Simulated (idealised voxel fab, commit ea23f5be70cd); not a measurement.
The document below concerns the process module designated voxel double patterning.
FYI the section here is cut, 190 nm wide, cells are 5 nm squares.
Cross-section layout: square cells on a grid; listed as bands, top to bottom; a band spans one or more cell rows.
A band entry consists of two parts. The first gives the height of the band's top and the height of its bottom, in nm. The rest lists the band's materials from left to right, each with its width in nm. A single material labelled with the word "edge to edge" fills the band from edge to edge, and the word "blank" marks empty space.
All heights in this document are referenced to 0, defined as the level beneath which the wafer, as received, consists entirely of one material. The lowest band is not bounded below; it extends indefinitely downward and is written in the form "0 and below".
So if you see something like "30..40" for the width, read it as the top row of the band sitting at the first number and the bottom row at the second, with every row in between moving by the same amount as the last.
What does "no alteration" mean for a step? It means no cell of the cross-section changed in that step.
In "Encapsulated voids" the enclosed voids are listed, meaning empty spaces of 8 cells or larger without any opening to the top. The form is width x height at distance, distance from the left edge, units nm.
That trailing text on a step's line, after the settings, is the simulator's own remark on the step.
For masked steps, "overlay nm" on the step line gives how far right of plan the mask actually lay; a minus sign means it lay to the left.
[Process steps (planned)]
- 1: RECEIVE [material Si]
- 2: CONFORMAL_DEP [material SiO2] [thk nm 5]
- 3: DIRECTIONAL_DEP [material W] [thk nm 10]
- 4: DIRECTIONAL_DEP [material SiN] [thk nm 5]
- 5: DIRECTIONAL_DEP [material aC] [thk nm 15]
- 6: PATTERN [tone open] [mask id FIRST] [material resist] [width nm 15] [pitch nm 50] [thk nm 30] [overlay nm 0]
- 7: DIRECTIONAL_ETCH [etch materials aC] [depth nm 15]
- 8: STRIP [etch materials resist]
- 9: DIRECTIONAL_ETCH [etch materials SiN] [depth nm 5]
- 10: STRIP [etch materials aC]
- 11: PATTERN [tone open] [mask id SECOND] [material resist] [width nm 15] [pitch nm 50] [thk nm 20] [overlay nm 0]
- 12: DIRECTIONAL_ETCH [etch materials SiN] [depth nm 5]
- 13: STRIP [etch materials resist]
- 14: DIRECTIONAL_ETCH [etch materials W] [depth nm 10]
- 15: STRIP [etch materials SiN]
[Cross-section of the wafer as it came to us, i.e., already through step 1]
	0 and below  Si edge to edge
	Encapsulated voids: none
[Post-module cross-section of the first of two wafers (run per plan)]
	15 down to 5  W (35); blank (15); W (10); blank (15); W (10); blank (15); W (10); blank (15); W (10); blank (15); W (40)
	5 down to 0  SiO2 edge to edge
	0 and below  Si edge to edge
	Encapsulated voids: none
[Here's the second of our two wafers sectioned at module end. Same start as the first, same plan, but one mistake got made running it]
	15 down to 5  blank (60); W (15); blank (35); W (15); blank (65)
	5 down to 0  SiO2 edge to edge
	0 and below  Si edge to edge
	Encapsulated voids: none
Against the plan, the run slipped here: note that step 11 departed from the planned setting and was carried out as PATTERN [tone cover] [mask id SECOND] [material resist] [width nm 15] [pitch nm 50] [thk nm 20] [overlay nm 0]
It is noted that, at the conclusion of processing, the second wafer exhibits a higher or lower cell count for certain materials relative to the first: -34 W
